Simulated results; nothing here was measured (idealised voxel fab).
process module | voxel wiring stack
cross-section cut | 235 nm wide | cells 5 nm
A cross-section is a grid of square cells, given in bands from the top down. A band is one or more rows of cells.
Each band's line starts with the height of the band's top and of its bottom, in nm. Then come its materials from left to right, each with its width in nm. One material with "throughout" fills the band from edge to edge. "air" is empty space.
Height 0 is the level under which the wafer as received is all one material. The lowest band goes on downwards, as in "0 down".
A width such as "30 to 40" changes by the same amount from each row of cells to the next, from the band's top row to its bottom row.
"no change" after a step means that no cell of the cross-section changed.
closed voids: empty space of 8 cells or more with no open way to the top, each as width x height at its distance from the left edge, in nm
after a step's settings: what the simulator itself notes on the step
overlay nm, on a step with a mask: how far to the right of its planned place the mask lay; to the left if negative
plan
1 op RECEIVE | material Si
2 op CONFORMAL_DEP | material SiO2 | thk nm 15
3 op DIRECTIONAL_DEP | material TiN | thk nm 5
4 op DIRECTIONAL_DEP | material W | thk nm 20
5 op DIRECTIONAL_DEP | material aC | thk nm 15
6 op PATTERN | tone cover | mask id METAL_1 | material resist | width nm 30 | pitch nm 60 | thk nm 30 | overlay nm 0
7 op DIRECTIONAL_ETCH | etch materials aC | depth nm 15
8 op STRIP | etch materials resist
9 op DIRECTIONAL_ETCH | etch materials W | depth nm 20
10 op DIRECTIONAL_ETCH | etch materials TiN | depth nm 5
11 op STRIP | etch materials aC
12 op CONFORMAL_DEP | material SiCN | thk nm 5
13 op FILL_DEP | material lowk | thk nm 10
14 op CMP | height nm 40
15 op CONFORMAL_DEP | material SiCN | thk nm 5
16 op DIRECTIONAL_DEP | material SiO2 | thk nm 20
17 op MASKED_ETCH | tone open | mask id PLUG_1 | width nm 15 | pitch nm 120 | etch materials SiO2 | depth nm 20 | overlay nm 0
18 op MASKED_ETCH | tone open | mask id PLUG_1 | width nm 15 | pitch nm 120 | etch materials SiCN | depth nm 5 | overlay nm 0
19 op CONFORMAL_DEP | material TiN | thk nm 5
20 op FILL_DEP | material W | thk nm 5
21 op CMP | height nm 65
22 op CONFORMAL_DEP | material SiCN | thk nm 5
23 op DIRECTIONAL_DEP | material SiO2 | thk nm 15
24 op PATTERN | tone open | mask id METAL_2 | material resist | width nm 30 | pitch nm 60 | thk nm 20 | overlay nm 0
25 op DIRECTIONAL_ETCH | etch materials SiO2 | depth nm 15
26 op DIRECTIONAL_ETCH | etch materials SiCN | depth nm 5
27 op STRIP | etch materials resist
28 op CONFORMAL_DEP | material TiN | thk nm 5
29 op FILL_DEP | material W | thk nm 5
30 op CMP | height nm 85
31 op CONFORMAL_DEP | material SiCN | thk nm 5
32 op DIRECTIONAL_DEP | material SiO2 | thk nm 10
33 op MASKED_ETCH | tone open | mask id PLUG_2 | width nm 15 | pitch nm 60 | etch materials SiO2 | depth nm 10 | overlay nm 0
34 op MASKED_ETCH | tone open | mask id PLUG_2 | width nm 15 | pitch nm 60 | etch materials SiCN | depth nm 5 | overlay nm 0
35 op CONFORMAL_DEP | material TiN | thk nm 5
36 op FILL_DEP | material W | thk nm 5
37 op CMP | height nm 100
38 op DIRECTIONAL_DEP | material TiN | thk nm 5
39 op DIRECTIONAL_DEP | material Ru | thk nm 25
40 op MASKED_ETCH | tone cover | mask id METAL_3 | width nm 30 | pitch nm 60 | etch materials Ru | depth nm 25 | overlay nm 0
41 op MASKED_ETCH | tone cover | mask id METAL_3 | width nm 30 | pitch nm 60 | etch materials TiN | depth nm 5 | overlay nm 0
42 op CONFORMAL_DEP | material SiN | thk nm 5
43 op FILL_DEP | material lowk | thk nm 5
44 op CMP | height nm 130
45 op CONFORMAL_DEP | material SiCN | thk nm 5
as received, after step 1
  0 down: Si throughout
  closed voids: none
a wafer at the end: this start, this plan, one mistake
  135 to 130: SiCN throughout
  130 to 115: lowk 25 | SiN 15 | Ru 30 | SiN 30 | Ru 30 | SiN 30 | Ru 30 | SiN 15 | lowk 30
  115 to 105: SiN 40 | Ru 30 | SiN 30 | Ru 30 | SiN 30 | Ru 30 | SiN 45
  105 to 100: SiN 40 | TiN 30 | SiN 30 | TiN 30 | SiN 30 | TiN 30 | SiN 45
  100 to 90: SiO2 40 | TiN 5 | W 5 | TiN 5 | SiO2 45 | TiN 5 | W 5 | TiN 5 | SiO2 45 | TiN 5 | W 5 | TiN 5 | SiO2 60
  90 to 85: SiCN 40 | TiN 15 | SiCN 45 | TiN 15 | SiCN 45 | TiN 15 | SiCN 60
  85 to 70: SiO2 40 | TiN 5 | W 20 | TiN 5 | SiO2 30 | TiN 5 | W 20 | TiN 5 | SiO2 30 | TiN 5 | W 20 | TiN 5 | SiO2 45
  70 to 65: SiCN 40 | TiN 30 | SiCN 30 | TiN 30 | SiCN 30 | TiN 30 | SiCN 45
  65 to 45: SiO2 40 | TiN 5 | W 5 | TiN 5 | SiO2 105 | TiN 5 | W 5 | TiN 5 | SiO2 60
  45 to 40: SiCN 40 | TiN 15 | SiCN 105 | TiN 15 | SiCN 60
  40 to 20: lowk 35 | SiCN 5 | W 30 | SiCN 5 | lowk 20 | SiCN 5 | W 30 | SiCN 5 | lowk 20 | SiCN 5 | W 30 | SiCN 5 | lowk 40
  20 to 15: SiCN 40 | TiN 30 | SiCN 30 | TiN 30 | SiCN 30 | TiN 30 | SiCN 45
  15 to 0: SiO2 throughout
  0 down: Si throughout
  closed voids: none
what went wrong: step 42 ran as: op CONFORMAL_DEP | material SiN | thk nm 15
